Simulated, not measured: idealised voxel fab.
A process module follows: voxel air gaps.
This is section cut - it's 245 nm across, gridded in 5 nm square cells.
Notation: cross-section as square-cell grid; stated in bands, top first, going down; one or more cell rows per band.
Heads up on the band format: heights come first, top then bottom, in nm. After that it's the materials left to right, each with its width in nm. A single material flagged "throughout" fills the whole band edge to edge, and "air" means there's empty space there.
Below 0: as-received wafer, all one material; heights counted from there. Lowest band: no bottom, goes on down, written "0 -> down".
Width: "30->40" (first number = top row, second number = bottom row, same change from row to row of cells).
Given "no change occurred" for a step, no cell of the cross-section differs between before and after that step.
In the "Enclosed empty spaces" entry, you get each enclosed empty space of 8 cells or more, one with no open way to the top, written width x height at distance, distance from the left edge, in nm.
Heads up: the bit after the settings on a step's line is the simulator's remark on that step.
What "overlay nm" on a step's line means: if the step has a mask, that mask lay this far to the right of its planned place, or, when the value is negative, to the left.

### The steps planned for the process are as follows
- 1: RECEIVE: material Si
- 2: CONFORMAL_DEP: material SiO2, thk nm 10
- 3: CONFORMAL_DEP: material SiN, thk nm 5
- 4: DIRECTIONAL_DEP: material SiO2, thk nm 35
- 5: PATTERN: tone open, mask id LINES, material resist, width nm 20, pitch nm 50, thk nm 20, overlay nm 0
- 6: DIRECTIONAL_ETCH: etch materials SiO2, depth nm 35
- 7: STRIP: etch materials resist
- 8: CONFORMAL_DEP: material TiN, thk nm 5
- 9: FILL_DEP: material W, thk nm 10
- 10: CMP: height nm 50
- 11: EPI: material Ru, thk nm 10
- 12: SELECTIVE_ETCH: etch materials SiO2, depth nm 45
- 13: CONFORMAL_DEP: material SiN, thk nm 5

### Cross-section of the wafer at receipt, which is the condition after step 1
> 0 -> down: Si throughout
> Enclosed empty spaces: none

### Cross-section taken at module completion on the first of two wafers; processed per the plan
> 65 -> 60: 45 nm air, then 150 nm SiN, then 50 nm air
> 60 -> 50: 45 nm air, then 5 nm SiN, then 40 nm Ru, then 10 nm SiN, then 40 nm Ru, then 10 nm SiN, then 40 nm Ru, then 5 nm SiN, then 50 nm air
> 50 -> 45: 45 nm air, then 15 nm SiN, then 5 nm TiN, then 10 nm W, then 5 nm TiN, then 30 nm SiN, then 5 nm TiN, then 10 nm W, then 5 nm TiN, then 30 nm SiN, then 5 nm TiN, then 10 nm W, then 5 nm TiN, then 15 nm SiN, then 50 nm air
> 45 -> 20: 55 nm air, then 5 nm SiN, then 5 nm TiN, then 10 nm W, then 5 nm TiN, then 5 nm SiN, then 20 nm air, then 5 nm SiN, then 5 nm TiN, then 10 nm W, then 5 nm TiN, then 5 nm SiN, then 20 nm air, then 5 nm SiN, then 5 nm TiN, then 10 nm W, then 5 nm TiN, then 5 nm SiN, then 60 nm air
> 20 -> 15: 60 nm SiN, then 20 nm TiN, then 30 nm SiN, then 20 nm TiN, then 30 nm SiN, then 20 nm TiN, then 65 nm SiN
> 15 -> 10: SiN throughout
> 10 -> 0: SiO2 throughout
> 0 -> down: Si throughout
> Enclosed empty spaces: 20 x 25 at 85; 20 x 25 at 135

### Wafer two, sectioned after the module: the first wafer's start, the first wafer's plan, and one mistake in how it was run
> 65 -> 60: SiN throughout
> 60 -> 50: Ru throughout
> 50 -> 20: 55 nm W, then 5 nm TiN, then 20 nm SiO2, then 5 nm TiN, then 20 nm W, then 5 nm TiN, then 20 nm SiO2, then 5 nm TiN, then 20 nm W, then 5 nm TiN, then 20 nm SiO2, then 5 nm TiN, then 60 nm W
> 20 -> 15: 60 nm TiN, then 20 nm SiO2, then 30 nm TiN, then 20 nm SiO2, then 30 nm TiN, then 20 nm SiO2, then 65 nm TiN
> 15 -> 10: SiN throughout
> 10 -> 0: SiO2 throughout
> 0 -> down: Si throughout
> Enclosed empty spaces: none
Deviation from plan: step 5 went in with a setting other than planned; the actual run was PATTERN: tone cover, mask id LINES, material resist, width nm 20, pitch nm 50, thk nm 20, overlay nm 0
Count the cells at the end and the second wafer has more or fewer of some materials than the first: +50 Ru | -78 SiN | +84 SiO2 | +25 TiN | +150 W
At process end, closed voids number 2 in the first wafer and 0 in the second wafer.
